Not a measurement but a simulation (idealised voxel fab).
The following is a process module called voxel transistor to metal.
Cross-sectional view cut (width: 210 nm; square cell size: 5 nm).
Square cells in a grid make up a cross-section in this document, and the grid is given as bands, listed from the top down, each one or more rows of cells.
Read a band's entry like this: the first values are the height of its top and the height of its bottom in nm, and what follows is the sequence of materials from left to right, each with its width in nm. Note that "empty" is empty space, and that a single material marked "edge to edge" reaches across the band from edge to edge.
A quick word on heights: they are counted from 0, and under that level the wafer as it came to us is one material throughout. The lowest band is different from the rest in having no bottom; it simply continues downward, written as in "from 0 down".
Quick explanation for "30..40": the width changes in equal steps down the rows of cells, from the first number in the band's top row to the second number in its bottom row.
Where a step carries "nothing was modified", the cross-section came out of it unchanged, cell for cell.
Closed-off voids of 8+ cells (no open route to the top) go in "Closed void inventory", written width x height at distance from the left edge, in nm.
Heads up: the bit after the settings on a step's line is the simulator's remark on that step.
"overlay nm", when on a step's line for a step with a mask, measures how far to the right of its planned place the mask lay; a negative measure means to the left.
Every pair from here on: before one process step, after it. The after cross-section reaches only to the lowest band that changed. Below the pair: the step in between and its settings. Pairs can belong to different runs of this module on the same starting wafer; a pair carries on from the pair above only if the entry headed "Pre-step condition" says so.

Pre-step condition
    from 0 down  Si edge to edge
    Closed void inventory: none

Post-Step Snapshot
    from 5 to 0  SiO2 edge to edge
    Whatever lies below 0 is exactly as it was before.
    Closed void inventory: none
Applied between the two views above: CONFORMAL_DEP with material SiO2, thk nm 5

Pre-step condition: the after view from the pair directly above serves as the before view here.

Post-Step Snapshot
    from 20 to 5  SiN edge to edge
    Whatever lies below 5 is exactly as it was before.
    Closed void inventory: none
Applied between the two views above: CONFORMAL_DEP with material SiN, thk nm 15

Pre-step condition: the after view from the pair directly above serves as the before view here.

Post-Step Snapshot
    from 35 to 20  45 of empty, 115 of resist, 50 of empty
    Whatever lies below 20 is exactly as it was before.
    Closed void inventory: none
Applied between the two views above: PATTERN with tone cover, mask id ACTIVE, material resist, width nm 115, thk nm 15, overlay nm 0

Pre-step condition: the after view from the pair directly above serves as the before view here.

Post-Step Snapshot
    from 35 to 20  45 of empty, 115 of resist, 50 of empty
    from 20 to 5  45 of empty, 115 of SiN, 50 of empty
    Whatever lies below 5 is exactly as it was before.
    Closed void inventory: none
Applied between the two views above: DIRECTIONAL_ETCH with etch materials SiN, depth nm 15

Pre-step condition: the after view from the pair directly above serves as the before view here.

Post-Step Snapshot
    from 35 to 20  45 of empty, 115 of resist, 50 of empty
    from 20 to 5  45 of empty, 115 of SiN, 50 of empty
    from 5 to 0  45 of empty, 115 of SiO2, 50 of empty
    Whatever lies below 0 is exactly as it was before.
    Closed void inventory: none
Applied between the two views above: DIRECTIONAL_ETCH with etch materials SiO2, depth nm 5

Pre-step condition: the after view from the pair directly above serves as the before view here.

Post-Step Snapshot
    from 35 to 20  45 of empty, 115 of resist, 50 of empty
    from 20 to 5  45 of empty, 115 of SiN, 50 of empty
    from 5 to 0  45 of empty, 115 of SiO2, 50 of empty
    from 0 to -20  45 of empty, 115 of Si, 50 of empty
    Whatever lies below -20 is exactly as it was before.
    Closed void inventory: none
Applied between the two views above: DIRECTIONAL_ETCH with etch materials Si, depth nm 20

Pre-step condition: the after view from the pair directly above serves as the before view here.

Post-Step Snapshot
    from 20 to 5  45 of empty, 115 of SiN, 50 of empty
    Whatever lies below 5 is exactly as it was before.
    Closed void inventory: none
Applied between the two views above: STRIP with etch materials resist

Pre-step condition: the after view from the pair directly above serves as the before view here.

Post-Step Snapshot
    from 30 to 20  SiO2 edge to edge
    from 20 to 5  45 of SiO2, 115 of SiN, 50 of SiO2
    from 5 to 0  SiO2 edge to edge
    from 0 to -20  45 of SiO2, 115 of Si, 50 of SiO2
    Whatever lies below -20 is exactly as it was before.
    Closed void inventory: none
Applied between the two views above: FILL_DEP with material SiO2, thk nm 10

Pre-step condition: the after view from the pair directly above serves as the before view here.

Post-Step Snapshot
    from 20 to 5  45 of SiO2, 115 of SiN, 50 of SiO2
    Whatever lies below 5 is exactly as it was before.
    Closed void inventory: none
Applied between the two views above: CMP with height nm 20

Pre-step condition: the after view from the pair directly above serves as the before view here.

Post-Step Snapshot
    from 20 to 5  45 of empty, 115 of SiN, 50 of empty
    Whatever lies below 5 is exactly as it was before.
    Closed void inventory: none
Applied between the two views above: SELECTIVE_ETCH with etch materials SiO2, depth nm 15

Pre-step condition: the after view from the pair directly above serves as the before view here.

Post-Step Snapshot
    from 5 to 0  SiO2 edge to edge
    Whatever lies below 0 is exactly as it was before.
    Closed void inventory: none
Applied between the two views above: STRIP with etch materials SiN

Pre-step condition: the after view from the pair directly above serves as the before view here.

Post-Step Snapshot
    from 0 to -20  45 of SiO2, 115 of Si, 50 of SiO2
    Whatever lies below -20 is exactly as it was before.
    Closed void inventory: none
Applied between the two views above: SELECTIVE_ETCH with etch materials SiO2, depth nm 5

Pre-step condition: the after view from the pair directly above serves as the before view here.

Post-Step Snapshot
    from 0 to -5  SiO2 edge to edge
    Whatever lies below -5 is exactly as it was before.
    Closed void inventory: none
Applied between the two views above: OXIDIZE with depth nm 5

Pre-step condition: the after view from the pair directly above serves as the before view here.

Post-Step Snapshot
    from 25 to 0  polySi edge to edge
    Whatever lies below 0 is exactly as it was before.
    Closed void inventory: none
Applied between the two views above: DIRECTIONAL_DEP with material polySi, thk nm 25

Pre-step condition: the after view from the pair directly above serves as the before view here.

Post-Step Snapshot
    from 35 to 25  SiCN edge to edge
    Whatever lies below 25 is exactly as it was before.
    Closed void inventory: none
Applied between the two views above: DIRECTIONAL_DEP with material SiCN, thk nm 10

Pre-step condition: the after view from the pair directly above serves as the before view here.

Post-Step Snapshot
    from 55 to 35  90 of empty, 25 of resist, 95 of empty
    Whatever lies below 35 is exactly as it was before.
    Closed void inventory: none
Applied between the two views above: PATTERN with tone cover, mask id GATE, material resist, width nm 25, thk nm 20, overlay nm 0

Pre-step condition: the after view from the pair directly above serves as the before view here.

Post-Step Snapshot
    from 55 to 35  90 of empty, 25 of resist, 95 of empty
    from 35 to 25  90 of empty, 25 of SiCN, 95 of empty
    Whatever lies below 25 is exactly as it was before.
    Closed void inventory: none
Applied between the two views above: DIRECTIONAL_ETCH with etch materials SiCN, depth nm 20

Pre-step condition: the after view from the pair directly above serves as the before view here.

Post-Step Snapshot
    from 55 to 35  90 of empty, 25 of resist, 95 of empty
    from 35 to 25  90 of empty, 25 of SiCN, 95 of empty
    from 25 to 0  90 of empty, 25 of polySi, 95 of empty
    Whatever lies below 0 is exactly as it was before.
    Closed void inventory: none
Applied between the two views above: DIRECTIONAL_ETCH with etch materials polySi, depth nm 35

Pre-step condition: the after view from the pair directly above serves as the before view here.

Post-Step Snapshot
    from 35 to 25  90 of empty, 25 of SiCN, 95 of empty
    Whatever lies below 25 is exactly as it was before.
    Closed void inventory: none
Applied between the two views above: STRIP with etch materials resist

Pre-step condition: the after view from the pair directly above serves as the before view here.

Post-Step Snapshot
    from 40 to 35  85 of empty, 35 of SiO2, 90 of empty
    from 35 to 25  85 of empty, 5 of SiO2, 25 of SiCN, 5 of SiO2, 90 of empty
    from 25 to 5  85 of empty, 5 of SiO2, 25 of polySi, 5 of SiO2, 90 of empty
    from 5 to 0  90 of SiO2, 25 of polySi, 95 of SiO2
    Whatever lies below 0 is exactly as it was before.
    Closed void inventory: none
Applied between the two views above: CONFORMAL_DEP with material SiO2, thk nm 5

Pre-step condition: the after view from the pair directly above serves as the before view here.

Post-Step Snapshot
    from 35 to 25  85 of empty, 5 of SiO2, 25 of SiCN, 5 of SiO2, 90 of empty
    from 25 to 0  85 of empty, 5 of SiO2, 25 of polySi, 5 of SiO2, 90 of empty
    Whatever lies below 0 is exactly as it was before.
    Closed void inventory: none
Applied between the two views above: DIRECTIONAL_ETCH with etch materials SiO2, depth nm 5

Pre-step condition: the after view from the pair directly above serves as the before view here.

Post-Step Snapshot
    from 45 to 35  75 of empty, 55 of SiN, 80 of empty
    from 35 to 25  75 of empty, 10 of SiN, 5 of SiO2, 25 of SiCN, 5 of SiO2, 10 of SiN, 80 of empty
    from 25 to 10  75 of empty, 10 of SiN, 5 of SiO2, 25 of polySi, 5 of SiO2, 10 of SiN, 80 of empty
    from 10 to 0  85 of SiN, 5 of SiO2, 25 of polySi, 5 of SiO2, 90 of SiN
    Whatever lies below 0 is exactly as it was before.
    Closed void inventory: none
Applied between the two views above: CONFORMAL_DEP with material SiN, thk nm 10

Pre-step condition: the after view from the pair directly above serves as the before view here.

Post-Step Snapshot
    from 35 to 25  75 of empty, 10 of SiN, 5 of SiO2, 25 of SiCN, 5 of SiO2, 10 of SiN, 80 of empty
    from 25 to 0  75 of empty, 10 of SiN, 5 of SiO2, 25 of polySi, 5 of SiO2, 10 of SiN, 80 of empty
    Whatever lies below 0 is exactly as it was before.
    Closed void inventory: none
Applied between the two views above: DIRECTIONAL_ETCH with etch materials SiN, depth nm 10

Pre-step condition: the after view from the pair directly above serves as the before view here.

Post-Step Snapshot
    from 35 to 30  75 of empty, 10 of SiN, 5 of empty, 25 of SiCN, 5 of empty, 10 of SiN, 80 of empty
    from 30 to 25  75 of empty, 10 of SiN, 5 of SiO2, 25 of SiCN, 5 of SiO2, 10 of SiN, 80 of empty
    from 25 to 0  75 of empty, 10 of SiN, 5 of SiO2, 25 of polySi, 5 of SiO2, 10 of SiN, 80 of empty
    from 0 to -5  75 of empty, 55 of SiO2, 80 of empty
    Whatever lies below -5 is exactly as it was before.
    Closed void inventory: none
Applied between the two views above: DIRECTIONAL_ETCH with etch materials SiO2, depth nm 5

Pre-step condition: the after view from the pair directly above serves as the before view here.

Post-Step Snapshot
    from 35 to 30  75 of empty, 10 of SiN, 5 of empty, 25 of SiCN, 5 of empty, 10 of SiN, 80 of empty
    from 30 to 25  75 of empty, 10 of SiN, 5 of SiO2, 25 of SiCN, 5 of SiO2, 10 of SiN, 80 of empty
    from 25 to 0  75 of empty, 10 of SiN, 5 of SiO2, 25 of polySi, 5 of SiO2, 10 of SiN, 80 of empty
    from 0 to -5  75 of empty, 55 of SiO2, 80 of empty
    from -5 to -20  45 of SiO2, 30 of empty, 55 of Si, 30 of empty, 50 of SiO2
    Whatever lies below -20 is exactly as it was before.
    Closed void inventory: none
Applied between the two views above: DIRECTIONAL_ETCH with etch materials Si, depth nm 15

Pre-step condition: the after view from the pair directly above serves as the before view here.

Post-Step Snapshot
    from 35 to 30  75 of empty, 10 of SiN, 5 of empty, 25 of SiCN, 5 of empty, 10 of SiN, 80 of empty
    from 30 to 25  75 of empty, 10 of SiN, 5 of SiO2, 25 of SiCN, 5 of SiO2, 10 of SiN, 80 of empty
    from 25 to 15  75 of empty, 10 of SiN, 5 of SiO2, 25 of polySi, 5 of SiO2, 10 of SiN, 80 of empty
    from 15 to 0  55 of empty, 20 of pSi, 10 of SiN, 5 of SiO2, 25 of polySi, 5 of SiO2, 10 of SiN, 20 of pSi, 60 of empty
    from 0 to -5  40 of empty, 35 of pSi, 55 of SiO2, 35 of pSi, 45 of empty
    from -5 to -20  45 of SiO2, 30 of pSi, 55 of Si, 30 of pSi, 50 of SiO2
    Whatever lies below -20 is exactly as it was before.
    Closed void inventory: none
Applied between the two views above: EPI with material pSi, thk nm 20

Pre-step condition: the after view from the pair directly above serves as the before view here.

Post-Step Snapshot
    from 45 to 35  SiO2 edge to edge
    from 35 to 25  75 of SiO2, 10 of SiN, 5 of SiO2, 25 of SiCN, 5 of SiO2, 10 of SiN, 80 of SiO2
    from 25 to 15  75 of SiO2, 10 of SiN, 5 of SiO2, 25 of polySi, 5 of SiO2, 10 of SiN, 80 of SiO2
    from 15 to 0  55 of SiO2, 20 of pSi, 10 of SiN, 5 of SiO2, 25 of polySi, 5 of SiO2, 10 of SiN, 20 of pSi, 60 of SiO2
    from 0 to -5  40 of SiO2, 35 of pSi, 55 of SiO2, 35 of pSi, 45 of SiO2
    Whatever lies below -5 is exactly as it was before.
    Closed void inventory: none
Applied between the two views above: FILL_DEP with material SiO2, thk nm 10

Pre-step condition: the after view from the pair directly above serves as the before view here.

Post-Step Snapshot
    from 35 to 25  75 of SiO2, 10 of SiN, 5 of SiO2, 25 of SiCN, 5 of SiO2, 10 of SiN, 80 of SiO2
    Whatever lies below 25 is exactly as it was before.
    Closed void inventory: none
Applied between the two views above: CMP with height nm 35

Pre-step condition: the after view from the pair directly above serves as the before view here.

Post-Step Snapshot
    from 50 to 35  SiO2 edge to edge
    Whatever lies below 35 is exactly as it was before.
    Closed void inventory: none
Applied between the two views above: DIRECTIONAL_DEP with material SiO2, thk nm 15

Pre-step condition: the after view from the pair directly above serves as the before view here.

Post-Step Snapshot
    from 65 to 50  aC edge to edge
    Whatever lies below 50 is exactly as it was before.
    Closed void inventory: none
Applied between the two views above: DIRECTIONAL_DEP with material aC, thk nm 15

Pre-step condition: the after view from the pair directly above serves as the before view here.

Post-Step Snapshot
    from 95 to 65  55 of resist, 30 of empty, 35 of resist, 30 of empty, 60 of resist
    Whatever lies below 65 is exactly as it was before.
    Closed void inventory: none
Applied between the two views above: PATTERN with tone open, mask id CONTACT, material resist, width nm 30, pitch nm 65, thk nm 30, overlay nm 0

Pre-step condition: the after view from the pair directly above serves as the before view here.

Post-Step Snapshot
    from 80 to 65  55 of resist, 30 of empty, 35 of resist, 30 of empty, 60 of resist
    from 65 to 50  55 of aC, 30 of empty, 35 of aC, 30 of empty, 60 of aC
    Whatever lies below 50 is exactly as it was before.
    Closed void inventory: none
Applied between the two views above: DIRECTIONAL_ETCH with etch materials aC, depth nm 15

Pre-step condition: the after view from the pair directly above serves as the before view here.

Post-Step Snapshot
    from 65 to 50  55 of aC, 30 of empty, 35 of aC, 30 of empty, 60 of aC
    Whatever lies below 50 is exactly as it was before.
    Closed void inventory: none
Applied between the two views above: STRIP with etch materials resist

Pre-step condition: the after view from the pair directly above serves as the before view here.

Post-Step Snapshot
    from 65 to 50  55 of aC, 30 of empty, 35 of aC, 30 of empty, 60 of aC
    from 50 to 35  55 of SiO2, 30 of empty, 35 of SiO2, 30 of empty, 60 of SiO2
    from 35 to 25  55 of SiO2, 20 of empty, 10 of SiN, 5 of SiO2, 25 of SiCN, 5 of SiO2, 10 of SiN, 20 of empty, 60 of SiO2
    from 25 to 15  55 of SiO2, 20 of empty, 10 of SiN, 5 of SiO2, 25 of polySi, 5 of SiO2, 10 of SiN, 20 of empty, 60 of SiO2
    Whatever lies below 15 is exactly as it was before.
    Closed void inventory: none
Applied between the two views above: DIRECTIONAL_ETCH with etch materials SiO2, depth nm 35

Pre-step condition: the after view from the pair directly above serves as the before view here.

Post-Step Snapshot
    from 50 to 35  55 of SiO2, 30 of empty, 35 of SiO2, 30 of empty, 60 of SiO2
    Whatever lies below 35 is exactly as it was before.
    Closed void inventory: none
Applied between the two views above: STRIP with etch materials aC

Pre-step condition: the after view from the pair directly above serves as the before view here.

Post-Step Snapshot
    from 55 to 50  60 of TiN, 20 of empty, 45 of TiN, 20 of empty, 65 of TiN
    from 50 to 40  55 of SiO2, 5 of TiN, 20 of empty, 5 of TiN, 35 of SiO2, 5 of TiN, 20 of empty, 5 of TiN, 60 of SiO2
    from 40 to 35  55 of SiO2, 5 of TiN, 10 of empty, 15 of TiN, 35 of SiO2, 15 of TiN, 10 of empty, 5 of TiN, 60 of SiO2
    from 35 to 25  55 of SiO2, 5 of TiN, 10 of empty, 5 of TiN, 10 of SiN, 5 of SiO2, 25 of SiCN, 5 of SiO2, 10 of SiN, 5 of TiN, 10 of empty, 5 of TiN, 60 of SiO2
    from 25 to 20  55 of SiO2, 5 of TiN, 10 of empty, 5 of TiN, 10 of SiN, 5 of SiO2, 25 of polySi, 5 of SiO2, 10 of SiN, 5 of TiN, 10 of empty, 5 of TiN, 60 of SiO2
    from 20 to 15  55 of SiO2, 20 of TiN, 10 of SiN, 5 of SiO2, 25 of polySi, 5 of SiO2, 10 of SiN, 20 of TiN, 60 of SiO2
    Whatever lies below 15 is exactly as it was before.
    Closed void inventory: none
Applied between the two views above: CONFORMAL_DEP with material TiN, thk nm 5

Pre-step condition: the after view from the pair directly above serves as the before view here.

Post-Step Snapshot
    from 65 to 55  W edge to edge
    from 55 to 50  60 of TiN, 20 of W, 45 of TiN, 20 of W, 65 of TiN
    from 50 to 40  55 of SiO2, 5 of TiN, 20 of W, 5 of TiN, 35 of SiO2, 5 of TiN, 20 of W, 5 of TiN, 60 of SiO2
    from 40 to 35  55 of SiO2, 5 of TiN, 10 of W, 15 of TiN, 35 of SiO2, 15 of TiN, 10 of W, 5 of TiN, 60 of SiO2
    from 35 to 25  55 of SiO2, 5 of TiN, 10 of W, 5 of TiN, 10 of SiN, 5 of SiO2, 25 of SiCN, 5 of SiO2, 10 of SiN, 5 of TiN, 10 of W, 5 of TiN, 60 of SiO2
    from 25 to 20  55 of SiO2, 5 of TiN, 10 of W, 5 of TiN, 10 of SiN, 5 of SiO2, 25 of polySi, 5 of SiO2, 10 of SiN, 5 of TiN, 10 of W, 5 of TiN, 60 of SiO2
    Whatever lies below 20 is exactly as it was before.
    Closed void inventory: none
Applied between the two views above: FILL_DEP with material W, thk nm 10

Pre-step condition: the after view from the pair directly above serves as the before view here.

Post-Step Snapshot
    from 50 to 40  55 of SiO2, 5 of TiN, 20 of W, 5 of TiN, 35 of SiO2, 5 of TiN, 20 of W, 5 of TiN, 60 of SiO2
    Whatever lies below 40 is exactly as it was before.
    Closed void inventory: none
Applied between the two views above: CMP with height nm 50

Pre-step condition: the after view from the pair directly above serves as the before view here.

Post-Step Snapshot
    from 55 to 50  SiCN edge to edge
    Whatever lies below 50 is exactly as it was before.
    Closed void inventory: none
Applied between the two views above: CONFORMAL_DEP with material SiCN, thk nm 5

Pre-step condition: the after view from the pair directly above serves as the before view here.

Post-Step Snapshot
    from 75 to 55  lowk edge to edge
    Whatever lies below 55 is exactly as it was before.
    Closed void inventory: none
Applied between the two views above: DIRECTIONAL_DEP with material lowk, thk nm 20

Pre-step condition: the after view from the pair directly above serves as the before view here.

Post-Step Snapshot
    from 85 to 75  aC edge to edge
    Whatever lies below 75 is exactly as it was before.
    Closed void inventory: none
Applied between the two views above: DIRECTIONAL_DEP with material aC, thk nm 10

Pre-step condition: the after view from the pair directly above serves as the before view here.

Post-Step Snapshot
    from 115 to 85  55 of resist, 15 of empty, 65 of resist, 15 of empty, 60 of resist
    Whatever lies below 85 is exactly as it was before.
    Closed void inventory: none
Applied between the two views above: PATTERN with tone open, mask id METAL_1, material resist, width nm 15, pitch nm 80, thk nm 30, overlay nm 0

Pre-step condition: the after view from the pair directly above serves as the before view here.

Post-Step Snapshot
    from 105 to 85  55 of resist, 15 of empty, 65 of resist, 15 of empty, 60 of resist
    from 85 to 75  55 of aC, 15 of empty, 65 of aC, 15 of empty, 60 of aC
    Whatever lies below 75 is exactly as it was before.
    Closed void inventory: none
Applied between the two views above: DIRECTIONAL_ETCH with etch materials aC, depth nm 10

Pre-step condition: the after view from the pair directly above serves as the before view here.

Post-Step Snapshot
    from 85 to 75  55 of aC, 15 of empty, 65 of aC, 15 of empty, 60 of aC
    Whatever lies below 75 is exactly as it was before.
    Closed void inventory: none
Applied between the two views above: STRIP with etch materials resist

Pre-step condition: the after view from the pair directly above serves as the before view here.

Post-Step Snapshot
    from 85 to 75  55 of aC, 15 of empty, 65 of aC, 15 of empty, 60 of aC
    from 75 to 55  55 of lowk, 15 of empty, 65 of lowk, 15 of empty, 60 of lowk
    Whatever lies below 55 is exactly as it was before.
    Closed void inventory: none
Applied between the two views above: DIRECTIONAL_ETCH with etch materials lowk, depth nm 20

Pre-step condition: the after view from the pair directly above serves as the before view here.

Post-Step Snapshot
    from 85 to 75  55 of aC, 15 of empty, 65 of aC, 15 of empty, 60 of aC
    from 75 to 55  55 of lowk, 15 of empty, 65 of lowk, 15 of empty, 60 of lowk
    from 55 to 50  55 of SiCN, 15 of empty, 65 of SiCN, 15 of empty, 60 of SiCN
    Whatever lies below 50 is exactly as it was before.
    Closed void inventory: none
Applied between the two views above: DIRECTIONAL_ETCH with etch materials SiCN, depth nm 5

Pre-step condition: the after view from the pair directly above serves as the before view here.

Post-Step Snapshot
    from 75 to 55  55 of lowk, 15 of empty, 65 of lowk, 15 of empty, 60 of lowk
    Whatever lies below 55 is exactly as it was before.
    Closed void inventory: none
Applied between the two views above: STRIP with etch materials aC

Pre-step condition: the after view from the pair directly above serves as the before view here.

Post-Step Snapshot
    from 80 to 75  60 of TiN, 5 of empty, 75 of TiN, 5 of empty, 65 of TiN
    from 75 to 55  55 of lowk, 5 of TiN, 5 of empty, 5 of TiN, 65 of lowk, 5 of TiN, 5 of empty, 5 of TiN, 60 of lowk
    from 55 to 50  55 of SiCN, 15 of TiN, 65 of SiCN, 15 of TiN, 60 of SiCN
    Whatever lies below 50 is exactly as it was before.
    Closed void inventory: none
Applied between the two views above: CONFORMAL_DEP with material TiN, thk nm 5

Pre-step condition: the after view from the pair directly above serves as the before view here.

Post-Step Snapshot
    from 90 to 80  W edge to edge
    from 80 to 75  60 of TiN, 5 of W, 75 of TiN, 5 of W, 65 of TiN
    from 75 to 55  55 of lowk, 5 of TiN, 5 of W, 5 of TiN, 65 of lowk, 5 of TiN, 5 of W, 5 of TiN, 60 of lowk
    Whatever lies below 55 is exactly as it was before.
    Closed void inventory: none
Applied between the two views above: FILL_DEP with material W, thk nm 10

Pre-step condition: the after view from the pair directly above serves as the before view here.

Post-Step Snapshot
    from 75 to 55  55 of lowk, 5 of TiN, 5 of W, 5 of TiN, 65 of lowk, 5 of TiN, 5 of W, 5 of TiN, 60 of lowk
    Whatever lies below 55 is exactly as it was before.
    Closed void inventory: none
Applied between the two views above: CMP with height nm 75

Pre-step condition: the after view from the pair directly above serves as the before view here.

Post-Step Snapshot
    from 80 to 75  50 of empty, 25 of Ru, 55 of empty, 25 of Ru, 55 of empty
    Whatever lies below 75 is exactly as it was before.
    Closed void inventory: none
Applied between the two views above: EPI with material Ru, thk nm 5

Pre-step condition: the after view from the pair directly above serves as the before view here.

Post-Step Snapshot
    from 85 to 80  SiCN edge to edge
    from 80 to 75  50 of SiCN, 25 of Ru, 55 of SiCN, 25 of Ru, 55 of SiCN
    Whatever lies below 75 is exactly as it was before.
    Closed void inventory: none
Applied between the two views above: FILL_DEP with material SiCN, thk nm 5

Pre-step condition: the after view from the pair directly above serves as the before view here.

Post-Step Snapshot
    from 115 to 85  SiO2 edge to edge
    Whatever lies below 85 is exactly as it was before.
    Closed void inventory: none
Applied between the two views above: DIRECTIONAL_DEP with material SiO2, thk nm 30

Pre-step condition: the after view from the pair directly above serves as the before view here.

Post-Step Snapshot
    from 135 to 115  55 of resist, 15 of empty, 65 of resist, 15 of empty, 60 of resist
    Whatever lies below 115 is exactly as it was before.
    Closed void inventory: none
Applied between the two views above: PATTERN with tone open, mask id METAL_2, material resist, width nm 15, pitch nm 80, thk nm 20, overlay nm 0

Pre-step condition: the after view from the pair directly above serves as the before view here.

Post-Step Snapshot
    from 135 to 115  55 of resist, 15 of empty, 65 of resist, 15 of empty, 60 of resist
    from 115 to 95  55 of SiO2, 15 of empty, 65 of SiO2, 15 of empty, 60 of SiO2
    Whatever lies below 95 is exactly as it was before.
    Closed void inventory: none
Applied between the two views above: DIRECTIONAL_ETCH with etch materials SiO2, depth nm 20

Pre-step condition: the after view from the pair directly above serves as the before view here.

Post-Step Snapshot
    from 115 to 95  55 of SiO2, 15 of empty, 65 of SiO2, 15 of empty, 60 of SiO2
    Whatever lies below 95 is exactly as it was before.
    Closed void inventory: none
Applied between the two views above: STRIP with etch materials resist

Pre-step condition: the after view from the pair directly above serves as the before view here.

Post-Step Snapshot
    from 115 to 85  55 of SiO2, 15 of empty, 65 of SiO2, 15 of empty, 60 of SiO2
    Whatever lies below 85 is exactly as it was before.
    Closed void inventory: none
Applied between the two views above: MASKED_ETCH with tone open, mask id METAL_2_HOLES, width nm 15, pitch nm 80, etch materials SiO2, depth nm 10, overlay nm 0

Pre-step condition: the after view from the pair directly above serves as the before view here.

Post-Step Snapshot
    from 115 to 85  55 of SiO2, 15 of empty, 65 of SiO2, 15 of empty, 60 of SiO2
    from 85 to 80  55 of SiCN, 15 of empty, 65 of SiCN, 15 of empty, 60 of SiCN
    Whatever lies below 80 is exactly as it was before.
    Closed void inventory: none
Applied between the two views above: MASKED_ETCH with tone open, mask id METAL_2_HOLES, width nm 15, pitch nm 80, etch materials SiCN, depth nm 5, overlay nm 0

Pre-step condition: the after view from the pair directly above serves as the before view here.

Post-Step Snapshot
    from 120 to 115  60 of TiN, 5 of empty, 75 of TiN, 5 of empty, 65 of TiN
    from 115 to 85  55 of SiO2, 5 of TiN, 5 of empty, 5 of TiN, 65 of SiO2, 5 of TiN, 5 of empty, 5 of TiN, 60 of SiO2
    from 85 to 80  55 of SiCN, 15 of TiN, 65 of SiCN, 15 of TiN, 60 of SiCN
    Whatever lies below 80 is exactly as it was before.
    Closed void inventory: none
Applied between the two views above: CONFORMAL_DEP with material TiN, thk nm 5

Pre-step condition: the after view from the pair directly above serves as the before view here.

Post-Step Snapshot
    from 130 to 120  Cu edge to edge
    from 120 to 115  60 of TiN, 5 of Cu, 75 of TiN, 5 of Cu, 65 of TiN
    from 115 to 85  55 of SiO2, 5 of TiN, 5 of Cu, 5 of TiN, 65 of SiO2, 5 of TiN, 5 of Cu, 5 of TiN, 60 of SiO2
    Whatever lies below 85 is exactly as it was before.
    Closed void inventory: none
Applied between the two views above: FILL_DEP with material Cu, thk nm 10

Pre-step condition: the after view from the pair directly above serves as the before view here.

Post-Step Snapshot
    from 115 to 85  55 of SiO2, 5 of TiN, 5 of Cu, 5 of TiN, 65 of SiO2, 5 of TiN, 5 of Cu, 5 of TiN, 60 of SiO2
    Whatever lies below 85 is exactly as it was before.
    Closed void inventory: none
Applied between the two views above: CMP with height nm 115

Pre-step condition: the after view from the pair directly above serves as the before view here.

Post-Step Snapshot
    from 120 to 115  SiN edge to edge
    Whatever lies below 115 is exactly as it was before.
    Closed void inventory: none
Applied between the two views above: CONFORMAL_DEP with material SiN, thk nm 5

Pre-step condition
    from 35 to 25  90 of empty, 25 of SiCN, 95 of empty
    from 25 to 0  90 of empty, 25 of polySi, 95 of empty
    from 0 to -5  SiO2 edge to edge
    from -5 to -20  45 of SiO2, 115 of Si, 50 of SiO2
    from -20 down  Si edge to edge
    Closed void inventory: none

Post-Step Snapshot
    from 35 to 25  90 of empty, 25 of SiCN, 95 of empty
    from 25 to 0  90 of empty, 25 of polySi, 95 of empty
    from 0 to -5  90 of empty, 25 of SiO2, 95 of empty
    Whatever lies below -5 is exactly as it was before.
    Closed void inventory: none
Applied between the two views above: DIRECTIONAL_ETCH with etch materials SiO2, depth nm 5

Pre-step condition: the after view from the pair directly above serves as the before view here.

Post-Step Snapshot
    from 45 to 35  80 of empty, 45 of SiN, 85 of empty
    from 35 to 25  80 of empty, 10 of SiN, 25 of SiCN, 10 of SiN, 85 of empty
    from 25 to 5  80 of empty, 10 of SiN, 25 of polySi, 10 of SiN, 85 of empty
    from 5 to 0  90 of SiN, 25 of polySi, 95 of SiN
    from 0 to -5  90 of SiN, 25 of SiO2, 95 of SiN
    Whatever lies below -5 is exactly as it was before.
    Closed void inventory: none
Applied between the two views above: CONFORMAL_DEP with material SiN, thk nm 10

Pre-step condition: the after view from the pair directly above serves as the before view here.

Post-Step Snapshot
    from 35 to 25  80 of empty, 10 of SiN, 25 of SiCN, 10 of SiN, 85 of empty
    from 25 to 0  80 of empty, 10 of SiN, 25 of polySi, 10 of SiN, 85 of empty
    from 0 to -5  80 of empty, 10 of SiN, 25 of SiO2, 10 of SiN, 85 of empty
    Whatever lies below -5 is exactly as it was before.
    Closed void inventory: none
Applied between the two views above: DIRECTIONAL_ETCH with etch materials SiN, depth nm 10

Pre-step condition: the after view from the pair directly above serves as the before view here.

Post-Step Snapshot
    from 35 to 25  80 of empty, 10 of SiN, 25 of SiCN, 10 of SiN, 85 of empty
    from 25 to 0  80 of empty, 10 of SiN, 25 of polySi, 10 of SiN, 85 of empty
    from 0 to -5  80 of empty, 10 of SiN, 25 of SiO2, 10 of SiN, 85 of empty
    from -5 to -10  45 of empty, 115 of Si, 50 of empty
    Whatever lies below -10 is exactly as it was before.
    Closed void inventory: none
Applied between the two views above: DIRECTIONAL_ETCH with etch materials SiO2, depth nm 5

Pre-step condition: the after view from the pair directly above serves as the before view here.

Post-Step Snapshot
    from 35 to 25  80 of empty, 10 of SiN, 25 of SiCN, 10 of SiN, 85 of empty
    from 25 to 0  80 of empty, 10 of SiN, 25 of polySi, 10 of SiN, 85 of empty
    from 0 to -5  80 of empty, 10 of SiN, 25 of SiO2, 10 of SiN, 85 of empty
    from -5 to -10  80 of empty, 45 of Si, 85 of empty
    from -10 to -20  45 of SiO2, 35 of empty, 45 of Si, 35 of empty, 50 of SiO2
    Whatever lies below -20 is exactly as it was before.
    Closed void inventory: none
Applied between the two views above: DIRECTIONAL_ETCH with etch materials Si, depth nm 15

Pre-step condition: the after view from the pair directly above serves as the before view here.

Post-Step Snapshot
    from 35 to 25  80 of empty, 10 of SiN, 25 of SiCN, 10 of SiN, 85 of empty
    from 25 to 15  80 of empty, 10 of SiN, 25 of polySi, 10 of SiN, 85 of empty
    from 15 to 0  60 of empty, 20 of pSi, 10 of SiN, 25 of polySi, 10 of SiN, 20 of pSi, 65 of empty
    from 0 to -5  35 of empty, 45 of pSi, 10 of SiN, 25 of SiO2, 10 of SiN, 45 of pSi, 40 of empty
    from -5 to -10  35 of empty, 45 of pSi, 45 of Si, 45 of pSi, 40 of empty
    from -10 to -20  45 of SiO2, 35 of pSi, 45 of Si, 35 of pSi, 50 of SiO2
    Whatever lies below -20 is exactly as it was before.
    Closed void inventory: none
Applied between the two views above: EPI with material pSi, thk nm 20
